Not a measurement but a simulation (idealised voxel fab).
Module name: voxel spacer lines (process module)
Section cut is 285 nm wide and gridded with 5 nm square cells.
Notation: cross-section as square-cell grid; stated in bands, top first, going down; one or more cell rows per band.
The band entry comprises the height of the band's top followed by the height of its bottom, expressed in nm, and subsequently the band's materials from left to right, each stated together with its width in nm. Where a single material is marked with the word "all across", that material fills the band from edge to edge. The word "air" represents empty space.
The reference from which all heights are counted is 0, the level beneath which the as-received wafer is entirely one material; the lowest band, having no lower bound, proceeds downward and is written after the example "z 0 and below".
A width given as "30..40" starts at the first number in the band's top row and ends at the second number in its bottom row, shifting by an equal amount at every step from row to row.
When a step is marked "left unchanged", none of the cells in the cross-section changed during that step.
So "Internal closed voids" is basically the list of trapped voids: any empty space of 8 cells or more that can't reach the top through an opening. They're written width x height at distance, the distance being from the left edge, and it's all nm.
Past the settings on a step's line: simulator remark, on that step.
overlay nm: for a step with a mask, the amount by which the mask lay right of where it was planned; a negative amount means left of it.
Planned process steps
1 RECEIVE | material Si
2 CONFORMAL_DEP | material Al2O3 | thk nm 10
3 DIRECTIONAL_DEP | material W | thk nm 10
4 DIRECTIONAL_DEP | material polySi | thk nm 30
5 PATTERN | tone cover | mask id MANDREL | material resist | width nm 15 | pitch nm 60 | thk nm 40 | overlay nm 0
6 DIRECTIONAL_ETCH | etch materials polySi | depth nm 30
7 STRIP | etch materials resist
8 CONFORMAL_DEP | material SiO2 | thk nm 10
9 DIRECTIONAL_ETCH | etch materials SiO2 | depth nm 10
10 STRIP | etch materials polySi
11 DIRECTIONAL_ETCH | etch materials W | depth nm 10
12 STRIP | etch materials SiO2
Where the wafers of this document differ is in the width nm of step 5; they start out the same, and the plan states the value that applied to the first wafer.
Received condition of the first of several wafers, sectioned: post-step 1
z 0 and below: Si all across
Internal closed voids: none
Once step 12, the last step, is complete, the module is at its end; this is the cross-section of the first of several wafers
z 20 to 10: 95 of air | 10 of W | 15 of air | 10 of W | 25 of air | 10 of W | 15 of air | 10 of W | 95 of air
z 10 to 0: Al2O3 all across
z 0 and below: Si all across
Internal closed voids: none
Sectional view of the last wafer upon completion of the module
z 20 to 10: 85 of air | 10 of W | 35 of air | 10 of W | 5 of air | 10 of W | 35 of air | 10 of W | 85 of air
z 10 to 0: Al2O3 all across
z 0 and below: Si all across
Internal closed voids: none
Each row below is a wafer at the end of the module, listing for every material the number of cells it has gained (+) or lost (-) since it was received, followed by its closed voids
width nm 15 | +114 Al2O3 | +16 W | Internal closed voids: none
width nm 20 | +114 Al2O3 | +16 W | Internal closed voids: none
width nm 25 | +114 Al2O3 | +16 W | Internal closed voids: none
width nm 30 | +114 Al2O3 | +16 W | Internal closed voids: none
width nm 35 | +114 Al2O3 | +16 W | Internal closed voids: none
